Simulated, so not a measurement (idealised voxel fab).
process module | voxel self aligned contacts
cross-section cut | 275 nm wide | cells 5 nm
A cross-section is a grid of square cells, given in bands from the top down. A band is one or more rows of cells.
Each band's line starts with the height of the band's top and of its bottom, in nm. Then come its materials from left to right, each with its width in nm. One material with "throughout" fills the band from edge to edge. "air" is empty space.
Height 0 is the level under which the wafer as received is all one material. The lowest band goes on downwards, as in "0 down".
A width such as "30 to 40" changes by the same amount from each row of cells to the next, from the band's top row to its bottom row.
"no change" after a step means that no cell of the cross-section changed.
closed voids: empty space of 8 cells or more with no open way to the top, each as width x height at its distance from the left edge, in nm
after a step's settings: what the simulator itself notes on the step
overlay nm, on a step with a mask: how far to the right of its planned place the mask lay; to the left if negative
plan
1 op RECEIVE | material Si
2 op OXIDIZE | depth nm 5
3 op DIRECTIONAL_DEP | material polySi | thk nm 25
4 op DIRECTIONAL_DEP | material SiN | thk nm 25
5 op DIRECTIONAL_DEP | material aC | thk nm 15
6 op PATTERN | tone cover | mask id GATE | material resist | width nm 35 | pitch nm 80 | thk nm 30 | overlay nm 0
7 op DIRECTIONAL_ETCH | etch materials aC | depth nm 15
8 op STRIP | etch materials resist
9 op DIRECTIONAL_ETCH | etch materials SiN | depth nm 25
10 op DIRECTIONAL_ETCH | etch materials polySi | depth nm 25
11 op STRIP | etch materials aC
12 op CONFORMAL_DEP | material SiN | thk nm 10
13 op DIRECTIONAL_ETCH | etch materials SiN | depth nm 10
14 op FILL_DEP | material SiO2 | thk nm 20
15 op CMP | height nm 60
16 op DIRECTIONAL_DEP | material aC | thk nm 10
17 op PATTERN | tone open | mask id CONTACT | material resist | width nm 55 | pitch nm 80 | thk nm 25 | overlay nm 0
18 op DIRECTIONAL_ETCH | etch materials aC | depth nm 10
19 op STRIP | etch materials resist
20 op DIRECTIONAL_ETCH | etch materials SiO2 | depth nm 65
21 op STRIP | etch materials aC
22 op CONFORMAL_DEP | material TiN | thk nm 5
23 op FILL_DEP | material Ru | thk nm 10
24 op CMP | height nm 60
25 op CONFORMAL_DEP | material SiCN | thk nm 5
first wafer, as planned
as received, after step 1
  0 down: Si throughout
  closed voids: none
after step 2
  0 to -5: SiO2 throughout
  below -5: unchanged
after step 3
  25 to 0: polySi throughout
  below 0: unchanged
after step 4
  50 to 25: SiN throughout
  below 25: unchanged
after step 5
  65 to 50: aC throughout
  below 50: unchanged
after step 6
  95 to 65: air 40 | resist 35 | air 45 | resist 35 | air 45 | resist 35 | air 40
  below 65: unchanged
after step 7
  80 to 65: air 40 | resist 35 | air 45 | resist 35 | air 45 | resist 35 | air 40
  65 to 50: air 40 | aC 35 | air 45 | aC 35 | air 45 | aC 35 | air 40
  below 50: unchanged
after step 8
  65 to 50: air 40 | aC 35 | air 45 | aC 35 | air 45 | aC 35 | air 40
  below 50: unchanged
after step 9
  65 to 50: air 40 | aC 35 | air 45 | aC 35 | air 45 | aC 35 | air 40
  50 to 25: air 40 | SiN 35 | air 45 | SiN 35 | air 45 | SiN 35 | air 40
  below 25: unchanged
after step 10
  65 to 50: air 40 | aC 35 | air 45 | aC 35 | air 45 | aC 35 | air 40
  50 to 25: air 40 | SiN 35 | air 45 | SiN 35 | air 45 | SiN 35 | air 40
  25 to 0: air 40 | polySi 35 | air 45 | polySi 35 | air 45 | polySi 35 | air 40
  below 0: unchanged
after step 11
  50 to 25: air 40 | SiN 35 | air 45 | SiN 35 | air 45 | SiN 35 | air 40
  below 25: unchanged
after step 12
  60 to 25: air 30 | SiN 55 | air 25 | SiN 55 | air 25 | SiN 55 | air 30
  25 to 10: air 30 | SiN 10 | polySi 35 | SiN 10 | air 25 | SiN 10 | polySi 35 | SiN 10 | air 25 | SiN 10 | polySi 35 | SiN 10 | air 30
  10 to 0: SiN 40 | polySi 35 | SiN 45 | polySi 35 | SiN 45 | polySi 35 | SiN 40
  below 0: unchanged
after step 13
  50 to 25: air 30 | SiN 55 | air 25 | SiN 55 | air 25 | SiN 55 | air 30
  25 to 0: air 30 | SiN 10 | polySi 35 | SiN 10 | air 25 | SiN 10 | polySi 35 | SiN 10 | air 25 | SiN 10 | polySi 35 | SiN 10 | air 30
  below 0: unchanged
after step 14
  70 to 50: SiO2 throughout
  50 to 25: SiO2 30 | SiN 55 | SiO2 25 | SiN 55 | SiO2 25 | SiN 55 | SiO2 30
  25 to 0: SiO2 30 | SiN 10 | polySi 35 | SiN 10 | SiO2 25 | SiN 10 | polySi 35 | SiN 10 | SiO2 25 | SiN 10 | polySi 35 | SiN 10 | SiO2 30
  below 0: unchanged
after step 15
  60 to 50: SiO2 throughout
  below 50: unchanged
after step 16
  70 to 60: aC throughout
  below 60: unchanged
after step 17
  95 to 70: resist 70 | air 55 | resist 25 | air 55 | resist 70
  below 70: unchanged
after step 18
  85 to 70: resist 70 | air 55 | resist 25 | air 55 | resist 70
  70 to 60: aC 70 | air 55 | aC 25 | air 55 | aC 70
  below 60: unchanged
after step 19
  70 to 60: aC 70 | air 55 | aC 25 | air 55 | aC 70
  below 60: unchanged
after step 20
  70 to 60: aC 70 | air 55 | aC 25 | air 55 | aC 70
  60 to 50: SiO2 70 | air 55 | SiO2 25 | air 55 | SiO2 70
  50 to 25: SiO2 30 | SiN 55 | air 25 | SiN 55 | air 25 | SiN 55 | SiO2 30
  25 to 0: SiO2 30 | SiN 10 | polySi 35 | SiN 10 | air 25 | SiN 10 | polySi 35 | SiN 10 | air 25 | SiN 10 | polySi 35 | SiN 10 | SiO2 30
  0 to -5: SiO2 85 | air 25 | SiO2 55 | air 25 | SiO2 85
  below -5: unchanged
after step 21
  60 to 50: SiO2 70 | air 55 | SiO2 25 | air 55 | SiO2 70
  below 50: unchanged
after step 22
  65 to 60: TiN 75 | air 45 | TiN 35 | air 45 | TiN 75
  60 to 50: SiO2 70 | TiN 5 to 20 | air 45 to 15 | TiN 5 to 20 | SiO2 25 | TiN 5 to 20 | air 45 to 15 | TiN 5 to 20 | SiO2 70
  50 to 25: SiO2 30 | SiN 55 | TiN 5 | air 15 | TiN 5 | SiN 55 | TiN 5 | air 15 | TiN 5 | SiN 55 | SiO2 30
  25 to 0: SiO2 30 | SiN 10 | polySi 35 | SiN 10 | TiN 5 | air 15 | TiN 5 | SiN 10 | polySi 35 | SiN 10 | TiN 5 | air 15 | TiN 5 | SiN 10 | polySi 35 | SiN 10 | SiO2 30
  0 to -5: SiO2 85 | TiN 25 | SiO2 55 | TiN 25 | SiO2 85
  below -5: unchanged
after step 23
  75 to 65: Ru throughout
  65 to 60: TiN 75 | Ru 45 | TiN 35 | Ru 45 | TiN 75
  60 to 50: SiO2 70 | TiN 5 to 20 | Ru 45 to 15 | TiN 5 to 20 | SiO2 25 | TiN 5 to 20 | Ru 45 to 15 | TiN 5 to 20 | SiO2 70
  50 to 25: SiO2 30 | SiN 55 | TiN 5 | Ru 15 | TiN 5 | SiN 55 | TiN 5 | Ru 15 | TiN 5 | SiN 55 | SiO2 30
  25 to 0: SiO2 30 | SiN 10 | polySi 35 | SiN 10 | TiN 5 | Ru 15 | TiN 5 | SiN 10 | polySi 35 | SiN 10 | TiN 5 | Ru 15 | TiN 5 | SiN 10 | polySi 35 | SiN 10 | SiO2 30
  below 0: unchanged
after step 24
  60 to 50: SiO2 70 | TiN 5 to 20 | Ru 45 to 15 | TiN 5 to 20 | SiO2 25 | TiN 5 to 20 | Ru 45 to 15 | TiN 5 to 20 | SiO2 70
  below 50: unchanged
after step 25
  65 to 60: SiCN throughout
  below 60: unchanged
second wafer: like start, like plan, one mistake. Through step 2 it matches the first wafer
when step 3 should have ended
  20 to 0: polySi throughout
  below 0: unchanged
when step 4 should have ended
  45 to 20: SiN throughout
  below 20: unchanged
when step 5 should have ended
  60 to 45: aC throughout
  below 45: unchanged
when step 6 should have ended
  90 to 60: air 40 | resist 35 | air 45 | resist 35 | air 45 | resist 35 | air 40
  below 60: unchanged
when step 7 should have ended
  75 to 60: air 40 | resist 35 | air 45 | resist 35 | air 45 | resist 35 | air 40
  60 to 45: air 40 | aC 35 | air 45 | aC 35 | air 45 | aC 35 | air 40
  below 45: unchanged
when step 8 should have ended
  60 to 45: air 40 | aC 35 | air 45 | aC 35 | air 45 | aC 35 | air 40
  below 45: unchanged
when step 9 should have ended
  60 to 45: air 40 | aC 35 | air 45 | aC 35 | air 45 | aC 35 | air 40
  45 to 20: air 40 | SiN 35 | air 45 | SiN 35 | air 45 | SiN 35 | air 40
  below 20: unchanged
when step 10 should have ended
  60 to 45: air 40 | aC 35 | air 45 | aC 35 | air 45 | aC 35 | air 40
  45 to 20: air 40 | SiN 35 | air 45 | SiN 35 | air 45 | SiN 35 | air 40
  20 to 0: air 40 | polySi 35 | air 45 | polySi 35 | air 45 | polySi 35 | air 40
  below 0: unchanged
when step 11 should have ended
  45 to 20: air 40 | SiN 35 | air 45 | SiN 35 | air 45 | SiN 35 | air 40
  below 20: unchanged
when step 12 should have ended
  55 to 20: air 30 | SiN 55 | air 25 | SiN 55 | air 25 | SiN 55 | air 30
  20 to 10: air 30 | SiN 10 | polySi 35 | SiN 10 | air 25 | SiN 10 | polySi 35 | SiN 10 | air 25 | SiN 10 | polySi 35 | SiN 10 | air 30
  10 to 0: SiN 40 | polySi 35 | SiN 45 | polySi 35 | SiN 45 | polySi 35 | SiN 40
  below 0: unchanged
when step 13 should have ended
  45 to 20: air 30 | SiN 55 | air 25 | SiN 55 | air 25 | SiN 55 | air 30
  20 to 0: air 30 | SiN 10 | polySi 35 | SiN 10 | air 25 | SiN 10 | polySi 35 | SiN 10 | air 25 | SiN 10 | polySi 35 | SiN 10 | air 30
  below 0: unchanged
when step 14 should have ended
  65 to 45: SiO2 throughout
  45 to 20: SiO2 30 | SiN 55 | SiO2 25 | SiN 55 | SiO2 25 | SiN 55 | SiO2 30
  20 to 0: SiO2 30 | SiN 10 | polySi 35 | SiN 10 | SiO2 25 | SiN 10 | polySi 35 | SiN 10 | SiO2 25 | SiN 10 | polySi 35 | SiN 10 | SiO2 30
  below 0: unchanged
when step 15 should have ended
  60 to 45: SiO2 throughout
  below 45: unchanged
when step 16 should have ended
  70 to 60: aC throughout
  below 60: unchanged
when step 17 should have ended
  95 to 70: resist 70 | air 55 | resist 25 | air 55 | resist 70
  below 70: unchanged
when step 18 should have ended
  85 to 70: resist 70 | air 55 | resist 25 | air 55 | resist 70
  70 to 60: aC 70 | air 55 | aC 25 | air 55 | aC 70
  below 60: unchanged
when step 19 should have ended
  70 to 60: aC 70 | air 55 | aC 25 | air 55 | aC 70
  below 60: unchanged
when step 20 should have ended
  70 to 60: aC 70 | air 55 | aC 25 | air 55 | aC 70
  60 to 45: SiO2 70 | air 55 | SiO2 25 | air 55 | SiO2 70
  45 to 20: SiO2 30 | SiN 55 | air 25 | SiN 55 | air 25 | SiN 55 | SiO2 30
  20 to 0: SiO2 30 | SiN 10 | polySi 35 | SiN 10 | air 25 | SiN 10 | polySi 35 | SiN 10 | air 25 | SiN 10 | polySi 35 | SiN 10 | SiO2 30
  0 to -5: SiO2 85 | air 25 | SiO2 55 | air 25 | SiO2 85
  below -5: unchanged
when step 21 should have ended
  60 to 45: SiO2 70 | air 55 | SiO2 25 | air 55 | SiO2 70
  below 45: unchanged
when step 22 should have ended
  65 to 60: TiN 75 | air 45 | TiN 35 | air 45 | TiN 75
  60 to 50: SiO2 70 | TiN 5 | air 45 | TiN 5 | SiO2 25 | TiN 5 | air 45 | TiN 5 | SiO2 70
  50 to 45: SiO2 70 | TiN 20 | air 15 | TiN 20 | SiO2 25 | TiN 20 | air 15 | TiN 20 | SiO2 70
  45 to 20: SiO2 30 | SiN 55 | TiN 5 | air 15 | TiN 5 | SiN 55 | TiN 5 | air 15 | TiN 5 | SiN 55 | SiO2 30
  20 to 0: SiO2 30 | SiN 10 | polySi 35 | SiN 10 | TiN 5 | air 15 | TiN 5 | SiN 10 | polySi 35 | SiN 10 | TiN 5 | air 15 | TiN 5 | SiN 10 | polySi 35 | SiN 10 | SiO2 30
  0 to -5: SiO2 85 | TiN 25 | SiO2 55 | TiN 25 | SiO2 85
  below -5: unchanged
when step 23 should have ended
  75 to 65: Ru throughout
  65 to 60: TiN 75 | Ru 45 | TiN 35 | Ru 45 | TiN 75
  60 to 50: SiO2 70 | TiN 5 | Ru 45 | TiN 5 | SiO2 25 | TiN 5 | Ru 45 | TiN 5 | SiO2 70
  50 to 45: SiO2 70 | TiN 20 | Ru 15 | TiN 20 | SiO2 25 | TiN 20 | Ru 15 | TiN 20 | SiO2 70
  45 to 20: SiO2 30 | SiN 55 | TiN 5 | Ru 15 | TiN 5 | SiN 55 | TiN 5 | Ru 15 | TiN 5 | SiN 55 | SiO2 30
  20 to 0: SiO2 30 | SiN 10 | polySi 35 | SiN 10 | TiN 5 | Ru 15 | TiN 5 | SiN 10 | polySi 35 | SiN 10 | TiN 5 | Ru 15 | TiN 5 | SiN 10 | polySi 35 | SiN 10 | SiO2 30
  below 0: unchanged
when step 24 should have ended
  60 to 50: SiO2 70 | TiN 5 | Ru 45 | TiN 5 | SiO2 25 | TiN 5 | Ru 45 | TiN 5 | SiO2 70
  below 50: unchanged
when step 25 should have ended
  65 to 60: SiCN throughout
  below 60: unchanged
what went wrong: step 3 ran as: op DIRECTIONAL_DEP | material polySi | thk nm 20
at the end the second wafer has, in cells: 12 more of Ru | 12 fewer of SiN | 21 more of SiO2 | 21 fewer of polySi
